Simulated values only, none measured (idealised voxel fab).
This is a process module. Its name is voxel trench capacitor.
In the cross-section labelled cut, the width is 260 nm and each square cell is 5 nm.
Bands, listed from the top down, are how a cross-section gets written in this document; the cross-section itself is a grid of square cells, and a band is one or more rows of them.
Top, bottom (nm), then materials left to right with widths (nm); lone material tagged "full width" fills the whole band edge to edge; "blank" = empty space.
Heads up on the height convention: 0 is the point under which the incoming wafer is all one material, and the lowest band has no bottom, it just keeps going down, like "from 0 down".
Think of "30->40" as a width that walks from the first number to the second as you go down the band, top row to bottom row, taking equal-sized steps from row to row.
It should be understood that the words "nothing different", when stated for a given step, signify that the cross-section underwent no change in any of its cells during that step.
Each empty space that has no open way to the top and spans at least 8 cells appears under "Fully enclosed voids" as width x height at distance, the distance counted from the left edge, all in nm.
Text after the settings on a step's line: the simulator's own remark on that step.
overlay nm: where the mask lay relative to plan, measured to the right, on steps with a mask; negatives go left.
# plan
1,RECEIVE [material Si]
2,CONFORMAL_DEP [material SiN] [thk nm 10]
3,DIRECTIONAL_DEP [material aC] [thk nm 15]
4,PATTERN [tone open] [mask id TRENCH] [material resist] [width nm 30] [pitch nm 60] [thk nm 35] [overlay nm 0]
5,DIRECTIONAL_ETCH [etch materials aC] [depth nm 15]
6,STRIP [etch materials resist]
7,DIRECTIONAL_ETCH [etch materials SiN] [depth nm 10]
8,DIRECTIONAL_ETCH [etch materials Si] [depth nm 40]
9,STRIP [etch materials aC]
10,CONFORMAL_DEP [material HfO2] [thk nm 5]
11,CONFORMAL_DEP [material TiN] [thk nm 5]
12,FILL_DEP [material W] [thk nm 10]
13,CMP [height nm 0]
Don't read the plan's height nm for step 13 as applying to every wafer: that's the first wafer's value, and the wafers differ in it, though they all start identical.
# The as-received cross-section of the first of several wafers corresponds to the state after step 1
from 0 down = Si full width
Fully enclosed voids: none
# Gained (+) or lost (-) cells of each material since receipt, then closed voids: one row per wafer, at the end of the module
height nm 0, +80 HfO2, -192 Si, +64 TiN, +48 W, Fully enclosed voids: none
height nm 5, +88 HfO2, -192 Si, +28 SiN, +72 TiN, +56 W, Fully enclosed voids: none
height nm 10, +96 HfO2, -192 Si, +56 SiN, +80 TiN, +64 W, Fully enclosed voids: none
height nm 15, +132 HfO2, -192 Si, +56 SiN, +88 TiN, +72 W, Fully enclosed voids: none
height nm 20, +132 HfO2, -192 Si, +56 SiN, +132 TiN, +80 W, Fully enclosed voids: none
height nm 25, +132 HfO2, -192 Si, +56 SiN, +132 TiN, +132 W, Fully enclosed voids: none
